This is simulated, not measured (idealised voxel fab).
Name of the process module below: voxel spacer lines
Square cell edge 5 nm, section width 280 nm, ID cut.
Reading order for cross-sections: top band down to bottom band. Underlying form: a grid of square cells. Band size: one or more rows of cells.
Basically the band line says how high the top is and how high the bottom is, in nm, and then what's in it from left to right, every material with its width in nm. Empty space shows up as "air", and if a single material carries "everywhere" it runs the full band edge to edge.
Heights from 0 (as-received wafer is one material below). Bottom band endless downward, as "from 0 down".
Read "30..40" as a graded width: first number on top, second number at the bottom, same change between each pair of neighbouring rows.
Step note "all unchanged" = no cross-section cell changed.
Enclosed voids (no open way to top), threshold 8 cells or more, entry "Listed closed voids", notation width x height at distance, distance from left edge, nm.
On each step's line, the part that comes after the settings is the simulator's own comment on the step.
A step's line can hold "overlay nm"; with a mask on that step, the setting says how far right of the planned place the mask lay, while a negative setting says it lay to the left.
# Process steps (planned)
1 RECEIVE [material Si]
2 CONFORMAL_DEP [material SiO2] [thk nm 5]
3 DIRECTIONAL_DEP [material TiN] [thk nm 10]
4 DIRECTIONAL_DEP [material polySi] [thk nm 25]
5 PATTERN [tone cover] [mask id MANDREL] [material resist] [width nm 15] [pitch nm 50] [thk nm 30] [overlay nm 0]
6 DIRECTIONAL_ETCH [etch materials polySi] [depth nm 25]
7 STRIP [etch materials resist]
8 CONFORMAL_DEP [material SiN] [thk nm 10]
9 DIRECTIONAL_ETCH [etch materials SiN] [depth nm 10]
10 STRIP [etch materials polySi]
11 DIRECTIONAL_ETCH [etch materials TiN] [depth nm 10]
12 STRIP [etch materials SiN]
# Cross-section of the wafer at receipt, which is the condition after step 1
> from 0 down = Si everywhere
> Listed closed voids: none
# Wafer cross-section at end of module: start and plan as shown above, one execution error
> from 10 to 0 = air 70  TiN 10  air 15  TiN 10  air 15  TiN 10  air 15  TiN 10  air 15  TiN 10  air 15  TiN 10  air 75
> from 0 down = Si everywhere
> Listed closed voids: none
Where did the run depart from the plan? plan step 2 never ran because it was skipped
